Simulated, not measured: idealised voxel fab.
Proc. module: voxel ribs on slabs
Each square cell in cross-section cut measures 5 nm, and the section as a whole is 290 nm wide.
Throughout this document, each cross-section is represented as a grid of square cells and is presented as a sequence of bands enumerated from the top downward, where a band comprises one or more rows of cells.
Look at the band entry: it leads with the top's height and the bottom's height in nm. Then it lists the materials left to right, with a width in nm for each. The word "everywhere" on a single material says that material fills the band edge to edge. The word "blank" is empty space.
A quick word on heights: they are counted from 0, and under that level the wafer as it came to us is one material throughout. The lowest band is different from the rest in having no bottom; it simply continues downward, written as in "top 0, no bottom".
You'd read "30..40" like this: the band's top row of cells is as wide as the first number, its bottom row is as wide as the second, and going down, every row changes width by the same amount as the row before did.
Where the words "remained the same" appear for a step, the cross-section shows no cell changed by that step; every cell remained as before.
"Enclosed internal voids" enumerates empty spaces isolated from the top, with no open way to it, that contain at least 8 cells, giving each as width x height at distance from the left edge, all three in nm.
Step line, after settings: the simulator's comment on this step.
When a step includes a mask, the "overlay nm" setting on its line states how far to the right of its planned place that mask lay, and negative values state how far to the left.
Steps in the process plan
1) RECEIVE [material Si]
2) DIRECTIONAL_DEP [material SiO2] [thk nm 20]
3) DIRECTIONAL_DEP [material polySi] [thk nm 25]
4) DIRECTIONAL_DEP [material aC] [thk nm 10]
5) PATTERN [tone cover] [mask id RIB] [material resist] [width nm 20] [thk nm 25] [overlay nm 0]
6) DIRECTIONAL_ETCH [etch materials aC] [depth nm 10]
7) STRIP [etch materials resist]
8) DIRECTIONAL_ETCH [etch materials polySi] [depth nm 5]
9) STRIP [etch materials aC]
10) PATTERN [tone cover] [mask id SLAB] [material resist] [width nm 70] [thk nm 15] [overlay nm 0]
11) DIRECTIONAL_ETCH [etch materials polySi] [depth nm 20]
12) STRIP [etch materials resist]
13) FILL_DEP [material SiO2] [thk nm 30]
14) CMP [height nm 65]
15) DIRECTIONAL_DEP [material W] [thk nm 5]
16) MASKED_ETCH [tone cover] [mask id HEATER] [width nm 30] [etch materials W] [depth nm 5] [overlay nm 0]
17) CONFORMAL_DEP [material SiO2] [thk nm 5]
Wafer cross-section on receipt, i.e. after step 1
  top 0, no bottom | Si everywhere
  Enclosed internal voids: none
Cross-section: first of two wafers, module finished, run according to plan
  top 75, bottom 70 | blank: 125, then SiO2: 40, then blank: 125
  top 70, bottom 65 | SiO2: 130, then W: 30, then SiO2: 130
  top 65, bottom 45 | SiO2 everywhere
  top 45, bottom 40 | SiO2: 135, then polySi: 20, then SiO2: 135
  top 40, bottom 20 | SiO2: 110, then polySi: 70, then SiO2: 110
  top 20, bottom 0 | SiO2 everywhere
  top 0, no bottom | Si everywhere
  Enclosed internal voids: none
Cross-sectional image of the second wafer of the two following completion of the module. Starting state and process plan were the same as for the first wafer; one execution error occurred
  top 75, bottom 70 | blank: 125, then SiO2: 40, then blank: 125
  top 70, bottom 65 | SiO2: 130, then W: 30, then SiO2: 130
  top 65, bottom 45 | SiO2: 110, then polySi: 70, then SiO2: 110
  top 45, bottom 20 | polySi everywhere
  top 20, bottom 0 | SiO2 everywhere
  top 0, no bottom | Si everywhere
  Enclosed internal voids: none
It is concluded that the wafer was processed incorrectly with respect to the plan, in that in the plan, step 3 was performed twice
Wrapping up, a cell-based count of both wafers puts the second over or under the first for these materials: SiO2 -286, polySi +286
